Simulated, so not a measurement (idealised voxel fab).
voxel transistor to metal: a process module
Section cut is 185 nm wide and gridded with 5 nm square cells.
A cross-section is a grid of square cells, given in bands from the top down. A band is one or more rows of cells.
Read a band's entry like this: the first values are the height of its top and the height of its bottom in nm, and what follows is the sequence of materials from left to right, each with its width in nm. Note that "empty" is empty space, and that a single material marked "everywhere" reaches across the band from edge to edge.
Heights are expressed relative to 0, this being the level below which the as-received wafer comprises one material exclusively. The lowest band is unbounded in the downward direction and is denoted as in "0 nm and below".
Width "30 to 40": first value at the band's top row of cells, second value at its bottom row, equal change from row to row.
Given "everything unchanged" for a step, no cell of the cross-section differs between before and after that step.
In "Closed internal voids" the enclosed voids are listed, meaning empty spaces of 8 cells or larger without any opening to the top. The form is width x height at distance, distance from the left edge, units nm.
On a step's line, text after the settings is the simulator commenting on that step.
If you see "overlay nm" on a step's line and that step has a mask, it's telling you how far right of where it was planned the mask ended up; a negative number means it went left instead.

**Process steps foreseen in the plan**
1) RECEIVE,material Si
2) CONFORMAL_DEP,material SiO2,thk nm 5
3) CONFORMAL_DEP,material SiN,thk nm 10
4) MASKED_ETCH,tone cover,mask id ACTIVE,width nm 100,etch materials SiN,depth nm 10,overlay nm 0
5) MASKED_ETCH,tone cover,mask id ACTIVE,width nm 100,etch materials SiO2,depth nm 5,overlay nm 0
6) MASKED_ETCH,tone cover,mask id ACTIVE,width nm 100,etch materials Si,depth nm 30,overlay nm 0
7) FILL_DEP,material SiO2,thk nm 15
8) CMP,height nm 15
9) SELECTIVE_ETCH,etch materials SiO2,depth nm 5
10) STRIP,etch materials SiN
11) SELECTIVE_ETCH,etch materials SiO2,depth nm 5
12) OXIDIZE,depth nm 5
13) DIRECTIONAL_DEP,material polySi,thk nm 30
14) DIRECTIONAL_DEP,material SiCN,thk nm 15
15) MASKED_ETCH,tone cover,mask id GATE,width nm 20,etch materials SiCN,depth nm 25,overlay nm 0
16) MASKED_ETCH,tone cover,mask id GATE,width nm 20,etch materials polySi,depth nm 40,overlay nm 0
17) CONFORMAL_DEP,material SiN,thk nm 10
18) DIRECTIONAL_ETCH,etch materials SiN,depth nm 10
19) DIRECTIONAL_ETCH,etch materials SiO2,depth nm 5
20) DIRECTIONAL_ETCH,etch materials Si,depth nm 5
21) EPI,material SiGe,thk nm 5
22) FILL_DEP,material SiO2,thk nm 10
23) CMP,height nm 45
24) DIRECTIONAL_DEP,material SiO2,thk nm 10
25) MASKED_ETCH,tone open,mask id CONTACT,width nm 20,pitch nm 70,etch materials SiO2,depth nm 60,overlay nm 0
26) CONFORMAL_DEP,material TiN,thk nm 5
27) FILL_DEP,material Ru,thk nm 10
28) CMP,height nm 55
29) CONFORMAL_DEP,material SiN,thk nm 5
30) DIRECTIONAL_DEP,material SiO2,thk nm 15
31) PATTERN,tone open,mask id METAL_1,material resist,width nm 20,pitch nm 70,thk nm 15,overlay nm 0
32) DIRECTIONAL_ETCH,etch materials SiO2,depth nm 15
33) DIRECTIONAL_ETCH,etch materials SiN,depth nm 5
34) STRIP,etch materials resist
35) CONFORMAL_DEP,material TiN,thk nm 5
36) FILL_DEP,material Cu,thk nm 10
37) CMP,height nm 75
38) CONFORMAL_DEP,material SiCN,thk nm 5
39) DIRECTIONAL_DEP,material lowk,thk nm 30
40) MASKED_ETCH,tone open,mask id METAL_2_HOLES,width nm 15,pitch nm 70,etch materials lowk,depth nm 30,overlay nm 0
41) MASKED_ETCH,tone open,mask id METAL_2,width nm 20,pitch nm 70,etch materials lowk,depth nm 15,overlay nm 0
42) MASKED_ETCH,tone open,mask id METAL_2,width nm 20,pitch nm 70,etch materials SiCN,depth nm 5,overlay nm 0
43) CONFORMAL_DEP,material TiN,thk nm 5
44) FILL_DEP,material Cu,thk nm 5
45) CMP,height nm 110
46) CONFORMAL_DEP,material SiN,thk nm 5

**Wafer cross-section on receipt, i.e. after step 1**
0 nm and below  Si everywhere
Closed internal voids: none

**Cross-section, first of two wafers, end of module, run as planned**
115 nm to 110 nm  SiN everywhere
110 nm to 100 nm  45 of lowk, 5 of TiN, 10 of Cu, 5 of TiN, 50 of lowk, 5 of TiN, 10 of Cu, 5 of TiN, 50 of lowk
100 nm to 95 nm  45 of lowk, 5 of TiN, 5 of Cu, 10 of TiN, 50 of lowk, 5 of TiN, 5 of Cu, 10 of TiN, 50 of lowk
95 nm to 80 nm  45 of lowk, 5 of TiN, 5 of Cu, 5 of TiN, 55 of lowk, 5 of TiN, 5 of Cu, 5 of TiN, 55 of lowk
80 nm to 75 nm  45 of SiCN, 15 of TiN, 55 of SiCN, 15 of TiN, 55 of SiCN
75 nm to 60 nm  45 of SiO2, 5 of TiN, 10 of Cu, 5 of TiN, 50 of SiO2, 5 of TiN, 10 of Cu, 5 of TiN, 50 of SiO2
60 nm to 55 nm  45 of SiN, 20 of TiN, 50 of SiN, 20 of TiN, 50 of SiN
55 nm to 45 nm  45 of SiO2, 5 of TiN, 10 of Ru, 5 of TiN, 50 of SiO2, 5 of TiN, 10 of Ru, 5 of TiN, 50 of SiO2
45 nm to 30 nm  45 of SiO2, 5 of TiN, 10 of Ru, 5 of TiN, 5 of SiO2, 10 of SiN, 20 of SiCN, 10 of SiN, 5 of SiO2, 5 of TiN, 10 of Ru, 5 of TiN, 50 of SiO2
30 nm to 5 nm  45 of SiO2, 5 of TiN, 10 of Ru, 5 of TiN, 5 of SiO2, 10 of SiN, 20 of polySi, 10 of SiN, 5 of SiO2, 5 of TiN, 10 of Ru, 5 of TiN, 50 of SiO2
5 nm to 0 nm  35 of SiO2, 10 of SiN, 10 of TiN, 5 of Ru, 5 of TiN, 5 of SiO2, 10 of SiN, 20 of polySi, 10 of SiN, 5 of SiO2, 5 of TiN, 5 of Ru, 10 of TiN, 10 of SiN, 40 of SiO2
0 nm to -5 nm  45 of SiO2, 5 of SiGe, 15 of TiN, 5 of SiGe, 40 of SiO2, 5 of SiGe, 15 of TiN, 5 of SiGe, 50 of SiO2
-5 nm to -10 nm  40 of SiO2, 5 of Si, 25 of SiGe, 40 of Si, 25 of SiGe, 5 of Si, 45 of SiO2
-10 nm to -30 nm  40 of SiO2, 100 of Si, 45 of SiO2
-30 nm and below  Si everywhere
Closed internal voids: none

**So this is wafer number two of the two, cut at the end of the module - it started where the first did and had the same plan, we just got one thing wrong running it**
115 nm to 110 nm  SiN everywhere
110 nm to 100 nm  45 of lowk, 5 of TiN, 10 of Cu, 5 of TiN, 50 of lowk, 5 of TiN, 10 of Cu, 5 of TiN, 50 of lowk
100 nm to 95 nm  45 of lowk, 5 of TiN, 5 of Cu, 10 of TiN, 50 of lowk, 5 of TiN, 5 of Cu, 10 of TiN, 50 of lowk
95 nm to 80 nm  45 of lowk, 5 of TiN, 5 of Cu, 5 of TiN, 55 of lowk, 5 of TiN, 5 of Cu, 5 of TiN, 55 of lowk
80 nm to 75 nm  45 of SiCN, 15 of TiN, 55 of SiCN, 15 of TiN, 55 of SiCN
75 nm to 60 nm  45 of SiO2, 5 of TiN, 10 of Cu, 5 of TiN, 50 of SiO2, 5 of TiN, 10 of Cu, 5 of TiN, 50 of SiO2
60 nm to 55 nm  45 of SiN, 20 of TiN, 50 of SiN, 20 of TiN, 50 of SiN
55 nm to 50 nm  40 of Ru, 5 of TiN, 20 of SiO2, 5 of TiN, 40 of Ru, 5 of TiN, 20 of SiO2, 5 of TiN, 45 of Ru
50 nm to 45 nm  40 of Ru, 5 of TiN, 20 of SiO2, 50 of TiN, 20 of SiO2, 5 of TiN, 45 of Ru
45 nm to 30 nm  40 of Ru, 5 of TiN, 20 of SiO2, 5 of TiN, 10 of SiN, 20 of SiCN, 10 of SiN, 5 of TiN, 20 of SiO2, 5 of TiN, 45 of Ru
30 nm to 10 nm  40 of Ru, 5 of TiN, 20 of SiO2, 5 of TiN, 10 of SiN, 20 of polySi, 10 of SiN, 5 of TiN, 20 of SiO2, 5 of TiN, 45 of Ru
10 nm to 5 nm  30 of Ru, 15 of TiN, 20 of SiO2, 5 of TiN, 10 of SiN, 20 of polySi, 10 of SiN, 5 of TiN, 20 of SiO2, 15 of TiN, 35 of Ru
5 nm to 0 nm  30 of Ru, 5 of TiN, 10 of SiN, 20 of SiO2, 5 of TiN, 10 of SiN, 20 of polySi, 10 of SiN, 5 of TiN, 20 of SiO2, 10 of SiN, 5 of TiN, 35 of Ru
0 nm to -5 nm  35 of TiN, 10 of SiO2, 5 of SiGe, 15 of SiO2, 5 of SiGe, 40 of SiO2, 5 of SiGe, 15 of SiO2, 5 of SiGe, 10 of SiO2, 40 of TiN
-5 nm to -10 nm  40 of SiO2, 5 of Si, 25 of SiGe, 40 of Si, 25 of SiGe, 5 of Si, 45 of SiO2
-10 nm to -30 nm  40 of SiO2, 100 of Si, 45 of SiO2
-30 nm and below  Si everywhere
Closed internal voids: none
what went wrong: step 25 was processed under conditions differing from the plan, specifically as MASKED_ETCH,tone cover,mask id CONTACT,width nm 20,pitch nm 70,etch materials SiO2,depth nm 60,overlay nm 0
The final cell counts differ between the wafers, with the second having more or fewer of some materials than the first: Ru +145; SiO2 -164; TiN +19
